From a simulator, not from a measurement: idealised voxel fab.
This section sets out a process module, namely voxel fin reveal.
Square cell edge 5 nm, section width 280 nm, ID cut.
We lay out every cross-section as a grid of square cells and spell it out in bands from the top down, where one band means one or more rows of cells. Each band's line starts with the height of the band's top and of its bottom, in nm. Then come its materials from left to right, each with its width in nm. One material with "edge to edge" fills the band from edge to edge. "blank" is empty space. Height 0 is the level under which the wafer as received is all one material. The lowest band goes on downwards, as in "from 0 down". Graded width ("30->40"): value in top row of band = first number; value in bottom row = second number; row-to-row change constant. "no alteration" for a step: no cell of the cross-section changed in that step. Basically, "Sealed internal cavities" tells you about the enclosed voids: empty spaces with no open way to the top, 8 cells or bigger, each written width x height at distance, where distance is from the left edge, all in nm. Read whatever lies past the settings on a step's line as the simulator's own remark about the step. Among the settings permitted on a step's line is "overlay nm"; applied to a step with a mask, it specifies the extent to which the mask lay to the right of its planned position, whereas a negative figure signifies a position to the left. Every pair from here on: before one process step, after it. The after cross-section reaches only to the lowest band that changed. Below the pair: the step in between and its settings. Pairs can belong to different runs of this module on the same starting wafer; a pair carries on from the pair above only if the entry headed "Pre-step condition" says so.
### Pre-step condition
	from 0 down  Si edge to edge
	Sealed internal cavities: none
### After the Step
	from 5 to 0  SiN edge to edge
	For the remainder of the cross-section, below 0, there is no change.
	Sealed internal cavities: none
Step linking the sections shown: CONFORMAL_DEP (material SiN; thk nm 5)
Pre-step condition: it's just the after picture from the pair right above this one.
### After the Step
	from 25 to 5  blank 70  resist 15  blank 25  resist 15  blank 25  resist 15  blank 25  resist 15  blank 75
	For the remainder of the cross-section, below 5, there is no change.
	Sealed internal cavities: none
Step linking the sections shown: PATTERN (tone cover; mask id FINS; material resist; width nm 15; pitch nm 40; thk nm 20; overlay nm 0)
Pre-step condition: it's just the after picture from the pair right above this one.
### After the Step
	from 25 to 5  blank 70  resist 15  blank 25  resist 15  blank 25  resist 15  blank 25  resist 15  blank 75
	from 5 to 0  blank 70  SiN 15  blank 25  SiN 15  blank 25  SiN 15  blank 25  SiN 15  blank 75
	For the remainder of the cross-section, below 0, there is no change.
	Sealed internal cavities: none
Step linking the sections shown: DIRECTIONAL_ETCH (etch materials SiN; depth nm 5)
Pre-step condition: it's just the after picture from the pair right above this one.
### After the Step
	from 25 to 5  blank 70  resist 15  blank 25  resist 15  blank 25  resist 15  blank 25  resist 15  blank 75
	from 5 to 0  blank 70  SiN 15  blank 25  SiN 15  blank 25  SiN 15  blank 25  SiN 15  blank 75
	from 0 to -40  blank 70  Si 15  blank 25  Si 15  blank 25  Si 15  blank 25  Si 15  blank 75
	For the remainder of the cross-section, below -40, there is no change.
	Sealed internal cavities: none
Step linking the sections shown: DIRECTIONAL_ETCH (etch materials Si; depth nm 40)
Pre-step condition: it's just the after picture from the pair right above this one.
### After the Step
	from 5 to 0  blank 70  SiN 15  blank 25  SiN 15  blank 25  SiN 15  blank 25  SiN 15  blank 75
	For the remainder of the cross-section, below 0, there is no change.
	Sealed internal cavities: none
Step linking the sections shown: STRIP (etch materials resist)
Pre-step condition: it's just the after picture from the pair right above this one.
### After the Step
	from 5 to 0  blank 70  SiN 15  blank 25  SiN 15  blank 25  SiN 15  blank 25  SiN 15  blank 75
	from 0 to -40  blank 70  SiO2 5  Si 5  SiO2 5  blank 25  SiO2 5  Si 5  SiO2 5  blank 25  SiO2 5  Si 5  SiO2 5  blank 25  SiO2 5  Si 5  SiO2 5  blank 75
	from -40 to -45  SiO2 75  Si 5  SiO2 35  Si 5  SiO2 35  Si 5  SiO2 35  Si 5  SiO2 80
	For the remainder of the cross-section, below -45, there is no change.
	Sealed internal cavities: none
Step linking the sections shown: OXIDIZE (depth nm 5)
Pre-step condition: it's just the after picture from the pair right above this one.
### After the Step
	from 20 to 5  SiO2 edge to edge
	from 5 to 0  SiO2 70  SiN 15  SiO2 25  SiN 15  SiO2 25  SiN 15  SiO2 25  SiN 15  SiO2 75
	from 0 to -45  SiO2 75  Si 5  SiO2 35  Si 5  SiO2 35  Si 5  SiO2 35  Si 5  SiO2 80
	For the remainder of the cross-section, below -45, there is no change.
	Sealed internal cavities: none
Step linking the sections shown: FILL_DEP (material SiO2; thk nm 15)
Pre-step condition: it's just the after picture from the pair right above this one.
### After the Step
	from 5 to 0  SiO2 70  SiN 15  SiO2 25  SiN 15  SiO2 25  SiN 15  SiO2 25  SiN 15  SiO2 75
	For the remainder of the cross-section, below 0, there is no change.
	Sealed internal cavities: none
Step linking the sections shown: CMP (height nm 5)
Pre-step condition: it's just the after picture from the pair right above this one.
### After the Step
	from 5 to 0  blank 70  SiN 15  blank 25  SiN 15  blank 25  SiN 15  blank 25  SiN 15  blank 75
	from 0 to -30  blank 75  Si 5  blank 35  Si 5  blank 35  Si 5  blank 35  Si 5  blank 80
	For the remainder of the cross-section, below -30, there is no change.
	Sealed internal cavities: none
Step linking the sections shown: SELECTIVE_ETCH (etch materials SiO2; depth nm 35)
Pre-step condition: it's just the after picture from the pair right above this one.
### After the Step
	from 0 to -30  blank 75  Si 5  blank 35  Si 5  blank 35  Si 5  blank 35  Si 5  blank 80
	For the remainder of the cross-section, below -30, there is no change.
	Sealed internal cavities: none
Step linking the sections shown: STRIP (etch materials SiN)
### Pre-step condition
	from 5 to 0  blank 70  SiN 15  blank 25  SiN 15  blank 25  SiN 15  blank 25  SiN 15  blank 75
	from 0 to -30  blank 75  Si 5  blank 35  Si 5  blank 35  Si 5  blank 35  Si 5  blank 80
	from -30 to -45  SiO2 75  Si 5  SiO2 35  Si 5  SiO2 35  Si 5  SiO2 35  Si 5  SiO2 80
	from -45 down  Si edge to edge
	Sealed internal cavities: none
### After the Step
	from 5 to 0  blank 70  SiN 15  blank 25  SiN 15  blank 25  SiN 15  blank 25  SiN 15  blank 75
	from 0 to -45  blank 75  Si 5  blank 35  Si 5  blank 35  Si 5  blank 35  Si 5  blank 80
	For the remainder of the cross-section, below -45, there is no change.
	Sealed internal cavities: none
Step linking the sections shown: SELECTIVE_ETCH (etch materials SiO2; depth nm 35)
Pre-step condition: it's just the after picture from the pair right above this one.
### After the Step
	from 0 to -45  blank 75  Si 5  blank 35  Si 5  blank 35  Si 5  blank 35  Si 5  blank 80
	For the remainder of the cross-section, below -45, there is no change.
	Sealed internal cavities: none
Step linking the sections shown: STRIP (etch materials SiN)
### Pre-step condition
	from 5 to 0  SiO2 70  SiN 15  SiO2 25  SiN 15  SiO2 25  SiN 15  SiO2 25  SiN 15  SiO2 75
	from 0 to -45  SiO2 75  Si 5  SiO2 35  Si 5  SiO2 35  Si 5  SiO2 35  Si 5  SiO2 80
	from -45 down  Si edge to edge
	Sealed internal cavities: none
### After the Step
	from 5 to 0  SiO2 70  blank 15  SiO2 25  blank 15  SiO2 25  blank 15  SiO2 25  blank 15  SiO2 75
	For the remainder of the cross-section, below 0, there is no change.
	Sealed internal cavities: none
Step linking the sections shown: STRIP (etch materials SiN)
Pre-step condition: it's just the after picture from the pair right above this one.
### After the Step
	from 0 to -30  blank 75  Si 5  blank 35  Si 5  blank 35  Si 5  blank 35  Si 5  blank 80
	from -30 to -35  SiO2 35  blank 40  Si 5  blank 35  Si 5  blank 35  Si 5  blank 35  Si 5  blank 40  SiO2 40
	For the remainder of the cross-section, below -35, there is no change.
	Sealed internal cavities: none
Step linking the sections shown: SELECTIVE_ETCH (etch materials SiO2; depth nm 35)
### Pre-step condition
	from 5 to 0  SiO2 70  SiN 15  SiO2 25  SiN 15  SiO2 25  SiN 15  SiO2 25  SiN 15  SiO2 75
	from 0 to -45  SiO2 75  Si 5  SiO2 35  Si 5  SiO2 35  Si 5  SiO2 35  Si 5  SiO2 80
	from -45 down  Si edge to edge
	Sealed internal cavities: none
### After the Step
	from 5 to 0  blank 70  SiN 15  blank 25  SiN 15  blank 25  SiN 15  blank 25  SiN 15  blank 75
	from 0 to -40  blank 75  Si 5  blank 35  Si 5  blank 35  Si 5  blank 35  Si 5  blank 80
	For the remainder of the cross-section, below -40, there is no change.
	Sealed internal cavities: none
Step linking the sections shown: SELECTIVE_ETCH (etch materials SiO2; depth nm 45)
Pre-step condition: it's just the after picture from the pair right above this one.
### After the Step
	from 0 to -40  blank 75  Si 5  blank 35  Si 5  blank 35  Si 5  blank 35  Si 5  blank 80
	For the remainder of the cross-section, below -40, there is no change.
	Sealed internal cavities: none
Step linking the sections shown: STRIP (etch materials SiN)
### Pre-step condition
	from 5 to 0  SiN edge to edge
	from 0 down  Si edge to edge
	Sealed internal cavities: none
### After the Step
	from 25 to 5  blank 65  resist 25  blank 15  resist 25  blank 15  resist 25  blank 15  resist 25  blank 70
	For the remainder of the cross-section, below 5, there is no change.
	Sealed internal cavities: none
Step linking the sections shown: PATTERN (tone cover; mask id FINS; material resist; width nm 25; pitch nm 40; thk nm 20; overlay nm 0)
Pre-step condition: it's just the after picture from the pair right above this one.
### After the Step
	from 25 to 5  blank 65  resist 25  blank 15  resist 25  blank 15  resist 25  blank 15  resist 25  blank 70
	from 5 to 0  blank 65  SiN 25  blank 15  SiN 25  blank 15  SiN 25  blank 15  SiN 25  blank 70
	For the remainder of the cross-section, below 0, there is no change.
	Sealed internal cavities: none
Step linking the sections shown: DIRECTIONAL_ETCH (etch materials SiN; depth nm 5)
Pre-step condition: it's just the after picture from the pair right above this one.
### After the Step
	from 25 to 5  blank 65  resist 25  blank 15  resist 25  blank 15  resist 25  blank 15  resist 25  blank 70
	from 5 to 0  blank 65  SiN 25  blank 15  SiN 25  blank 15  SiN 25  blank 15  SiN 25  blank 70
	from 0 to -40  blank 65  Si 25  blank 15  Si 25  blank 15  Si 25  blank 15  Si 25  blank 70
	For the remainder of the cross-section, below -40, there is no change.
	Sealed internal cavities: none
Step linking the sections shown: DIRECTIONAL_ETCH (etch materials Si; depth nm 40)
Pre-step condition: it's just the after picture from the pair right above this one.
### After the Step
	from 5 to 0  blank 65  SiN 25  blank 15  SiN 25  blank 15  SiN 25  blank 15  SiN 25  blank 70
	For the remainder of the cross-section, below 0, there is no change.
	Sealed internal cavities: none
Step linking the sections shown: STRIP (etch materials resist)
Pre-step condition: it's just the after picture from the pair right above this one.
### After the Step
	from 5 to 0  blank 65  SiN 25  blank 15  SiN 25  blank 15  SiN 25  blank 15  SiN 25  blank 70
	from 0 to -40  blank 65  SiO2 5  Si 15  SiO2 5  blank 15  SiO2 5  Si 15  SiO2 5  blank 15  SiO2 5  Si 15  SiO2 5  blank 15  SiO2 5  Si 15  SiO2 5  blank 70
	from -40 to -45  SiO2 70  Si 15  SiO2 25  Si 15  SiO2 25  Si 15  SiO2 25  Si 15  SiO2 75
	For the remainder of the cross-section, below -45, there is no change.
	Sealed internal cavities: none
Step linking the sections shown: OXIDIZE (depth nm 5)
Pre-step condition: it's just the after picture from the pair right above this one.
### After the Step
	from 20 to 5  SiO2 edge to edge
	from 5 to 0  SiO2 65  SiN 25  SiO2 15  SiN 25  SiO2 15  SiN 25  SiO2 15  SiN 25  SiO2 70
	from 0 to -45  SiO2 70  Si 15  SiO2 25  Si 15  SiO2 25  Si 15  SiO2 25  Si 15  SiO2 75
	For the remainder of the cross-section, below -45, there is no change.
	Sealed internal cavities: none
Step linking the sections shown: FILL_DEP (material SiO2; thk nm 15)
Pre-step condition: it's just the after picture from the pair right above this one.
### After the Step
	from 5 to 0  SiO2 65  SiN 25  SiO2 15  SiN 25  SiO2 15  SiN 25  SiO2 15  SiN 25  SiO2 70
	For the remainder of the cross-section, below 0, there is no change.
	Sealed internal cavities: none
Step linking the sections shown: CMP (height nm 5)
Pre-step condition: it's just the after picture from the pair right above this one.
### After the Step
	from 5 to 0  blank 65  SiN 25  blank 15  SiN 25  blank 15  SiN 25  blank 15  SiN 25  blank 70
	from 0 to -30  blank 70  Si 15  blank 25  Si 15  blank 25  Si 15  blank 25  Si 15  blank 75
	For the remainder of the cross-section, below -30, there is no change.
	Sealed internal cavities: none
Step linking the sections shown: SELECTIVE_ETCH (etch materials SiO2; depth nm 35)
Pre-step condition: it's just the after picture from the pair right above this one.
### After the Step
	from 0 to -30  blank 70  Si 15  blank 25  Si 15  blank 25  Si 15  blank 25  Si 15  blank 75
	For the remainder of the cross-section, below -30, there is no change.
	Sealed internal cavities: none
Step linking the sections shown: STRIP (etch materials SiN)
### Pre-step condition
	from 5 to 0  SiN edge to edge
	from 0 down  Si edge to edge
	Sealed internal cavities: none
### After the Step
	from 25 to 5  blank 75  resist 15  blank 25  resist 15  blank 25  resist 15  blank 25  resist 15  blank 70
	For the remainder of the cross-section, below 5, there is no change.
	Sealed internal cavities: none
Step linking the sections shown: PATTERN (tone cover; mask id FINS; material resist; width nm 15; pitch nm 40; thk nm 20; overlay nm 5)
Pre-step condition: it's just the after picture from the pair right above this one.
### After the Step
	from 25 to 5  blank 75  resist 15  blank 25  resist 15  blank 25  resist 15  blank 25  resist 15  blank 70
	from 5 to 0  blank 75  SiN 15  blank 25  SiN 15  blank 25  SiN 15  blank 25  SiN 15  blank 70
	For the remainder of the cross-section, below 0, there is no change.
	Sealed internal cavities: none
Step linking the sections shown: DIRECTIONAL_ETCH (etch materials SiN; depth nm 5)
Pre-step condition: it's just the after picture from the pair right above this one.
### After the Step
	from 25 to 5  blank 75  resist 15  blank 25  resist 15  blank 25  resist 15  blank 25  resist 15  blank 70
	from 5 to 0  blank 75  SiN 15  blank 25  SiN 15  blank 25  SiN 15  blank 25  SiN 15  blank 70
	from 0 to -40  blank 75  Si 15  blank 25  Si 15  blank 25  Si 15  blank 25  Si 15  blank 70
	For the remainder of the cross-section, below -40, there is no change.
	Sealed internal cavities: none
Step linking the sections shown: DIRECTIONAL_ETCH (etch materials Si; depth nm 40)
Pre-step condition: it's just the after picture from the pair right above this one.
### After the Step
	from 5 to 0  blank 75  SiN 15  blank 25  SiN 15  blank 25  SiN 15  blank 25  SiN 15  blank 70
	For the remainder of the cross-section, below 0, there is no change.
	Sealed internal cavities: none
Step linking the sections shown: STRIP (etch materials resist)
Pre-step condition: it's just the after picture from the pair right above this one.
### After the Step
	from 5 to 0  blank 75  SiN 15  blank 25  SiN 15  blank 25  SiN 15  blank 25  SiN 15  blank 70
	from 0 to -40  blank 75  SiO2 5  Si 5  SiO2 5  blank 25  SiO2 5  Si 5  SiO2 5  blank 25  SiO2 5  Si 5  SiO2 5  blank 25  SiO2 5  Si 5  SiO2 5  blank 70
	from -40 to -45  SiO2 80  Si 5  SiO2 35  Si 5  SiO2 35  Si 5  SiO2 35  Si 5  SiO2 75
	For the remainder of the cross-section, below -45, there is no change.
	Sealed internal cavities: none
Step linking the sections shown: OXIDIZE (depth nm 5)
Pre-step condition: it's just the after picture from the pair right above this one.
### After the Step
	from 20 to 5  SiO2 edge to edge
	from 5 to 0  SiO2 75  SiN 15  SiO2 25  SiN 15  SiO2 25  SiN 15  SiO2 25  SiN 15  SiO2 70
	from 0 to -45  SiO2 80  Si 5  SiO2 35  Si 5  SiO2 35  Si 5  SiO2 35  Si 5  SiO2 75
	For the remainder of the cross-section, below -45, there is no change.
	Sealed internal cavities: none
Step linking the sections shown: FILL_DEP (material SiO2; thk nm 15)
Pre-step condition: it's just the after picture from the pair right above this one.
### After the Step
	from 5 to 0  SiO2 75  SiN 15  SiO2 25  SiN 15  SiO2 25  SiN 15  SiO2 25  SiN 15  SiO2 70
	For the remainder of the cross-section, below 0, there is no change.
	Sealed internal cavities: none
Step linking the sections shown: CMP (height nm 5)
Pre-step condition: it's just the after picture from the pair right above this one.
### After the Step
	from 5 to 0  blank 75  SiN 15  blank 25  SiN 15  blank 25  SiN 15  blank 25  SiN 15  blank 70
	from 0 to -30  blank 80  Si 5  blank 35  Si 5  blank 35  Si 5  blank 35  Si 5  blank 75
	For the remainder of the cross-section, below -30, there is no change.
	Sealed internal cavities: none
Step linking the sections shown: SELECTIVE_ETCH (etch materials SiO2; depth nm 35)
Pre-step condition: it's just the after picture from the pair right above this one.
### After the Step
	from 0 to -30  blank 80  Si 5  blank 35  Si 5  blank 35  Si 5  blank 35  Si 5  blank 75
	For the remainder of the cross-section, below -30, there is no change.
	Sealed internal cavities: none
Step linking the sections shown: STRIP (etch materials SiN)
### Pre-step condition
	from 5 to 0  blank 70  SiN 15  blank 25  SiN 15  blank 25  SiN 15  blank 25  SiN 15  blank 75
	from 0 to -40  blank 70  SiO2 5  Si 5  SiO2 5  blank 25  SiO2 5  Si 5  SiO2 5  blank 25  SiO2 5  Si 5  SiO2 5  blank 25  SiO2 5  Si 5  SiO2 5  blank 75
	from -40 to -45  SiO2 75  Si 5  SiO2 35  Si 5  SiO2 35  Si 5  SiO2 35  Si 5  SiO2 80
	from -45 down  Si edge to edge
	Sealed internal cavities: none
### After the Step
	from 20 to 0  SiN edge to edge
	from 0 to -40  SiN 70  SiO2 5  Si 5  SiO2 5  SiN 25  SiO2 5  Si 5  SiO2 5  SiN 25  SiO2 5  Si 5  SiO2 5  SiN 25  SiO2 5  Si 5  SiO2 5  SiN 75
	For the remainder of the cross-section, below -40, there is no change.
	Sealed internal cavities: none
Step linking the sections shown: FILL_DEP (material SiN; thk nm 15)
Pre-step condition: it's just the after picture from the pair right above this one.
### After the Step
	from 5 to 0  SiN edge to edge
	For the remainder of the cross-section, below 0, there is no change.
	Sealed internal cavities: none
Step linking the sections shown: CMP (height nm 5)
Pre-step condition: it's just the after picture from the pair right above this one.
### After the Step
	from 0 to -40  blank 70  SiO2 5  Si 5  SiO2 5  blank 25  SiO2 5  Si 5  SiO2 5  blank 25  SiO2 5  Si 5  SiO2 5  blank 25  SiO2 5  Si 5  SiO2 5  blank 75
	For the remainder of the cross-section, below -40, there is no change.
	Sealed internal cavities: none
Step linking the sections shown: STRIP (etch materials SiN)
### Pre-step condition
	from 5 to 0  SiN edge to edge
	from 0 down  Si edge to edge
	Sealed internal cavities: none
### After the Step
	from 25 to 5  resist 70  blank 15  resist 25  blank 15  resist 25  blank 15  resist 25  blank 15  resist 75
	For the remainder of the cross-section, below 5, there is no change.
	Sealed internal cavities: none
Step linking the sections shown: PATTERN (tone open; mask id FINS; material resist; width nm 15; pitch nm 40; thk nm 20; overlay nm 0)
Pre-step condition: it's just the after picture from the pair right above this one.
### After the Step
	from 25 to 5  resist 70  blank 15  resist 25  blank 15  resist 25  blank 15  resist 25  blank 15  resist 75
	from 5 to 0  SiN 70  blank 15  SiN 25  blank 15  SiN 25  blank 15  SiN 25  blank 15  SiN 75
	For the remainder of the cross-section, below 0, there is no change.
	Sealed internal cavities: none
Step linking the sections shown: DIRECTIONAL_ETCH (etch materials SiN; depth nm 5)
Pre-step condition: it's just the after picture from the pair right above this one.
### After the Step
	from 25 to 5  resist 70  blank 15  resist 25  blank 15  resist 25  blank 15  resist 25  blank 15  resist 75
	from 5 to 0  SiN 70  blank 15  SiN 25  blank 15  SiN 25  blank 15  SiN 25  blank 15  SiN 75
	from 0 to -40  Si 70  blank 15  Si 25  blank 15  Si 25  blank 15  Si 25  blank 15  Si 75
	For the remainder of the cross-section, below -40, there is no change.
	Sealed internal cavities: none
Step linking the sections shown: DIRECTIONAL_ETCH (etch materials Si; depth nm 40)
Pre-step condition: it's just the after picture from the pair right above this one.
### After the Step
	from 5 to 0  SiN 70  blank 15  SiN 25  blank 15  SiN 25  blank 15  SiN 25  blank 15  SiN 75
	For the remainder of the cross-section, below 0, there is no change.
	Sealed internal cavities: none
Step linking the sections shown: STRIP (etch materials resist)
Pre-step condition: it's just the after picture from the pair right above this one.
### After the Step
	from 5 to 0  SiN 70  blank 15  SiN 25  blank 15  SiN 25  blank 15  SiN 25  blank 15  SiN 75
	from 0 to -40  Si 65  SiO2 5  blank 15  SiO2 5  Si 15  SiO2 5  blank 15  SiO2 5  Si 15  SiO2 5  blank 15  SiO2 5  Si 15  SiO2 5  blank 15  SiO2 5  Si 70
	from -40 to -45  Si 65  SiO2 25  Si 15  SiO2 25  Si 15  SiO2 25  Si 15  SiO2 25  Si 70
	For the remainder of the cross-section, below -45, there is no change.
	Sealed internal cavities: none
Step linking the sections shown: OXIDIZE (depth nm 5)
Pre-step condition: it's just the after picture from the pair right above this one.
### After the Step
	from 20 to 5  SiO2 edge to edge
	from 5 to 0  SiN 70  SiO2 15  SiN 25  SiO2 15  SiN 25  SiO2 15  SiN 25  SiO2 15  SiN 75
	from 0 to -45  Si 65  SiO2 25  Si 15  SiO2 25  Si 15  SiO2 25  Si 15  SiO2 25  Si 70
	For the remainder of the cross-section, below -45, there is no change.
	Sealed internal cavities: none
Step linking the sections shown: FILL_DEP (material SiO2; thk nm 15)
Pre-step condition: it's just the after picture from the pair right above this one.
### After the Step
	from 5 to 0  SiN 70  SiO2 15  SiN 25  SiO2 15  SiN 25  SiO2 15  SiN 25  SiO2 15  SiN 75
	For the remainder of the cross-section, below 0, there is no change.
	Sealed internal cavities: none
Step linking the sections shown: CMP (height nm 5)
Pre-step condition: it's just the after picture from the pair right above this one.
### After the Step
	from 5 to 0  SiN 70  blank 15  SiN 25  blank 15  SiN 25  blank 15  SiN 25  blank 15  SiN 75
	from 0 to -30  Si 65  blank 25  Si 15  blank 25  Si 15  blank 25  Si 15  blank 25  Si 70
	For the remainder of the cross-section, below -30, there is no change.
	Sealed internal cavities: none
Step linking the sections shown: SELECTIVE_ETCH (etch materials SiO2; depth nm 35)
Pre-step condition: it's just the after picture from the pair right above this one.
### After the Step
	from 0 to -30  Si 65  blank 25  Si 15  blank 25  Si 15  blank 25  Si 15  blank 25  Si 70
	For the remainder of the cross-section, below -30, there is no change.
	Sealed internal cavities: none
Step linking the sections shown: STRIP (etch materials SiN)
